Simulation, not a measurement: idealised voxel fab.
Name of the process module below: voxel ribs on slabs
Section shown: cut. Width: 260 nm. Cell size: 5 nm, square.
If you're reading a cross-section in this doc, picture square cells in a grid; it comes to you as bands, top ones listed first down to the bottom, and a band can be one or more rows of cells.
This entry defines a band. It first specifies the height of the band's top and the height of its bottom in nm, and then specifies the band's materials from left to right, stating each material with its width in nm. The word "full width" identifies a single material that fills the band from edge to edge, while the word "blank" identifies empty space.
Note: height 0 marks the level under which the wafer is uniformly one material as received. Lowest band unbounded below, written "0 down".
The notation "30->40" denotes a width that varies across the rows of cells in the band, beginning at the first number in the top row, finishing at the second number in the bottom row, and changing by an identical amount from each row to the next.
Key: "left unchanged" - step with no changed cell in the cross-section.
"Cavities, closed": empty spaces of 8 cells or more with no open way to the top, each given as width x height at distance, distance from the left edge, all in nm.
Note: text after step settings on the step line = simulator remark on that step.
For masked steps, "overlay nm" on the step line gives how far right of plan the mask actually lay; a minus sign means it lay to the left.
Intended process steps
1. RECEIVE: material Si
2. DIRECTIONAL_DEP: material SiO2, thk nm 25
3. DIRECTIONAL_DEP: material SiN, thk nm 20
4. DIRECTIONAL_DEP: material aC, thk nm 15
5. PATTERN: tone cover, mask id RIB, material resist, width nm 25, thk nm 30, overlay nm 0
6. DIRECTIONAL_ETCH: etch materials aC, depth nm 15
7. STRIP: etch materials resist
8. DIRECTIONAL_ETCH: etch materials SiN, depth nm 15
9. STRIP: etch materials aC
10. DIRECTIONAL_DEP: material aC, thk nm 10
11. PATTERN: tone cover, mask id SLAB, material resist, width nm 75, thk nm 30, overlay nm 0
12. DIRECTIONAL_ETCH: etch materials aC, depth nm 10
13. STRIP: etch materials resist
14. DIRECTIONAL_ETCH: etch materials SiN, depth nm 5
15. STRIP: etch materials aC
16. FILL_DEP: material SiO2, thk nm 25
17. CMP: height nm 65
18. DIRECTIONAL_DEP: material TiN, thk nm 10
19. MASKED_ETCH: tone cover, mask id HEATER, width nm 35, etch materials TiN, depth nm 10, overlay nm 0
20. CONFORMAL_DEP: material SiO2, thk nm 5
Wafer at receipt (post step 1), cross-section
  0 down  Si full width
  Cavities, closed: none
The first of two wafers, cross-sectioned at the end of the module, with the run proceeding as planned
  80 to 75  blank (105) | SiO2 (45) | blank (110)
  75 to 70  blank (105) | SiO2 (5) | TiN (35) | SiO2 (5) | blank (110)
  70 to 65  SiO2 (110) | TiN (35) | SiO2 (115)
  65 to 45  SiO2 full width
  45 to 30  SiO2 (115) | SiN (25) | SiO2 (120)
  30 to 25  SiO2 (90) | SiN (75) | SiO2 (95)
  25 to 0  SiO2 full width
  0 down  Si full width
  Cavities, closed: none
Wafer two (of two), end-of-module cross-section: start = wafer one, plan = wafer one, one run mistake
  80 to 75  blank (105) | SiO2 (45) | blank (110)
  75 to 70  blank (105) | SiO2 (5) | TiN (35) | SiO2 (5) | blank (110)
  70 to 65  SiO2 (110) | TiN (35) | SiO2 (115)
  65 to 45  SiO2 full width
  45 to 30  SiO2 (115) | SiN (25) | SiO2 (120)
  30 to 25  SiO2 (85) | SiN (85) | SiO2 (90)
  25 to 0  SiO2 full width
  0 down  Si full width
  Cavities, closed: none
Deviation noted in wafer processing: step 11 ran differently from the plan; actual operation with settings: PATTERN: tone cover, mask id SLAB, material resist, width nm 85, thk nm 30, overlay nm 0
The closing comparison, in cells, has the second wafer with more or fewer of some materials than the first: 2 more of SiN | 2 fewer of SiO2
